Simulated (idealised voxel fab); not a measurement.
The process module presented herein is designated voxel gate over fins.
Xsec cut, 255 nm wide, square cell size 5 nm.
Reading order for cross-sections: top band down to bottom band. Underlying form: a grid of square cells. Band size: one or more rows of cells.
A band entry consists of two parts. The first gives the height of the band's top and the height of its bottom, in nm. The rest lists the band's materials from left to right, each with its width in nm. A single material labelled with the word "edge to edge" fills the band from edge to edge, and the word "air" marks empty space.
Beneath 0, the wafer as received is one material, and that level is where height counting begins. The lowest band goes on downward without a bottom; it is written like "0 and below".
It should be noted that a width expressed as "30..40" varies in equal increments from row to row of cells within the band, taking the value of the first number at the top row and that of the second number at the bottom row.
What does "remained the same" mean for a step? It means no cell of the cross-section changed in that step.
Entry "Internal closed voids". Content: empty spaces with no open connection to the top, size 8 cells or greater. Each: width x height at distance. Distance: from left edge. Unit: nm.
Read whatever lies past the settings on a step's line as the simulator's own remark about the step.
overlay nm: right-of-plan distance of the mask on a masked step; negative values mean left-of-plan.

[plan]
1,RECEIVE: material Si
2,CONFORMAL_DEP: material SiN, thk nm 10
3,MASKED_ETCH: tone cover, mask id FINS, width nm 15, pitch nm 55, etch materials SiN, depth nm 10, overlay nm 0
4,MASKED_ETCH: tone cover, mask id FINS, width nm 15, pitch nm 55, etch materials Si, depth nm 40, overlay nm 0
5,OXIDIZE: depth nm 5
6,FILL_DEP: material SiO2, thk nm 10
7,CMP: height nm 10
8,DIRECTIONAL_DEP: material aC, thk nm 10
9,PATTERN: tone open, mask id RAIL, material resist, width nm 15, thk nm 30, overlay nm 0
10,DIRECTIONAL_ETCH: etch materials aC, depth nm 10
11,STRIP: etch materials resist
12,DIRECTIONAL_ETCH: etch materials SiO2, depth nm 45
13,STRIP: etch materials aC
14,CONFORMAL_DEP: material TiN, thk nm 5
15,FILL_DEP: material W, thk nm 10
16,CMP: height nm 10
17,SELECTIVE_ETCH: etch materials W Ru TiN, depth nm 35
18,FILL_DEP: material SiO2, thk nm 5
19,CMP: height nm 10
20,SELECTIVE_ETCH: etch materials SiO2, depth nm 25
21,STRIP: etch materials SiN
22,CONFORMAL_DEP: material HfO2, thk nm 5
23,CONFORMAL_DEP: material TiN, thk nm 5
24,FILL_DEP: material W, thk nm 15
25,CMP: height nm 20
26,CONFORMAL_DEP: material SiCN, thk nm 10

[Cross-section of the wafer as it came to us, i.e., already through step 1]
- 0 and below  Si edge to edge
- Internal closed voids: none

[Starting wafer: above. Plan: above. Run: one mistake. Cross-section after the module: below]
- 30 down to 20  SiCN edge to edge
- 20 down to 10  W edge to edge
- 10 down to 5  W: 30 / TiN: 25 / W: 30 / TiN: 25 / W: 30 / TiN: 25 / W: 30 / TiN: 25 / W: 35
- 5 down to 0  W: 30 / TiN: 5 / HfO2: 15 / TiN: 5 / W: 30 / TiN: 5 / HfO2: 15 / TiN: 5 / W: 30 / TiN: 5 / HfO2: 15 / TiN: 5 / W: 30 / TiN: 5 / HfO2: 15 / TiN: 5 / W: 35
- 0 down to -5  W: 30 / TiN: 5 / HfO2: 5 / Si: 5 / HfO2: 5 / TiN: 5 / W: 30 / TiN: 5 / HfO2: 5 / Si: 5 / HfO2: 5 / TiN: 5 / W: 30 / TiN: 5 / HfO2: 5 / Si: 5 / HfO2: 5 / TiN: 5 / W: 30 / TiN: 5 / HfO2: 5 / Si: 5 / HfO2: 5 / TiN: 5 / W: 35
- -5 down to -10  TiN: 35 / HfO2: 5 / Si: 5 / HfO2: 5 / TiN: 40 / HfO2: 5 / Si: 5 / HfO2: 5 / TiN: 40 / HfO2: 5 / Si: 5 / HfO2: 5 / TiN: 40 / HfO2: 5 / Si: 5 / HfO2: 5 / TiN: 40
- -10 down to -15  HfO2: 40 / Si: 5 / HfO2: 50 / Si: 5 / HfO2: 50 / Si: 5 / HfO2: 50 / Si: 5 / HfO2: 45
- -15 down to -25  SiO2: 40 / Si: 5 / SiO2: 50 / Si: 5 / SiO2: 50 / Si: 5 / SiO2: 50 / Si: 5 / SiO2: 45
- -25 down to -30  SiO2: 40 / Si: 5 / SiO2: 10 / TiN: 5 / W: 15 / TiN: 5 / SiO2: 15 / Si: 5 / SiO2: 50 / Si: 5 / SiO2: 50 / Si: 5 / SiO2: 45
- -30 down to -35  SiO2: 40 / Si: 5 / SiO2: 10 / TiN: 25 / SiO2: 15 / Si: 5 / SiO2: 50 / Si: 5 / SiO2: 50 / Si: 5 / SiO2: 45
- -35 down to -45  SiO2: 40 / Si: 5 / SiO2: 50 / Si: 5 / SiO2: 50 / Si: 5 / SiO2: 50 / Si: 5 / SiO2: 45
- -45 and below  Si edge to edge
- Internal closed voids: none
Finding, execution versus plan: step 9 ran differently from the plan; actual operation with settings: PATTERN: tone open, mask id RAIL, material resist, width nm 25, thk nm 30, overlay nm 0
